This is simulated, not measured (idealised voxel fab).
process module | voxel spacer lines
cross-section cut | 225 nm wide | cells 5 nm
A cross-section is a grid of square cells, given in bands from the top down. A band is one or more rows of cells.
Each band's line starts with the height of the band's top and of its bottom, in nm. Then come its materials from left to right, each with its width in nm. One material with "throughout" fills the band from edge to edge. "air" is empty space.
Height 0 is the level under which the wafer as received is all one material. The lowest band goes on downwards, as in "0 down".
A width such as "30 to 40" changes by the same amount from each row of cells to the next, from the band's top row to its bottom row.
"no change" after a step means that no cell of the cross-section changed.
closed voids: empty space of 8 cells or more with no open way to the top, each as width x height at its distance from the left edge, in nm
after a step's settings: what the simulator itself notes on the step
overlay nm, on a step with a mask: how far to the right of its planned place the mask lay; to the left if negative
plan
1 op RECEIVE | material Si
2 op CONFORMAL_DEP | material Al2O3 | thk nm 10
3 op DIRECTIONAL_DEP | material TiN | thk nm 10
4 op DIRECTIONAL_DEP | material polySi | thk nm 30
5 op PATTERN | tone cover | mask id MANDREL | material resist | width nm 25 | pitch nm 70 | thk nm 40 | overlay nm 0
6 op DIRECTIONAL_ETCH | etch materials polySi | depth nm 30
7 op STRIP | etch materials resist
8 op CONFORMAL_DEP | material SiO2 | thk nm 10
9 op DIRECTIONAL_ETCH | etch materials SiO2 | depth nm 10
10 op STRIP | etch materials polySi
11 op DIRECTIONAL_ETCH | etch materials TiN | depth nm 10
12 op STRIP | etch materials SiO2
as received, after step 1
  0 down: Si throughout
  closed voids: none
a wafer at the end: this start, this plan, one mistake
  15 to 5: air 20 | TiN 10 | air 25 | TiN 10 | air 25 | TiN 10 | air 25 | TiN 10 | air 25 | TiN 10 | air 25 | TiN 10 | air 20
  5 to 0: Al2O3 throughout
  0 down: Si throughout
  closed voids: none
what went wrong: step 2 ran as: op CONFORMAL_DEP | material Al2O3 | thk nm 5
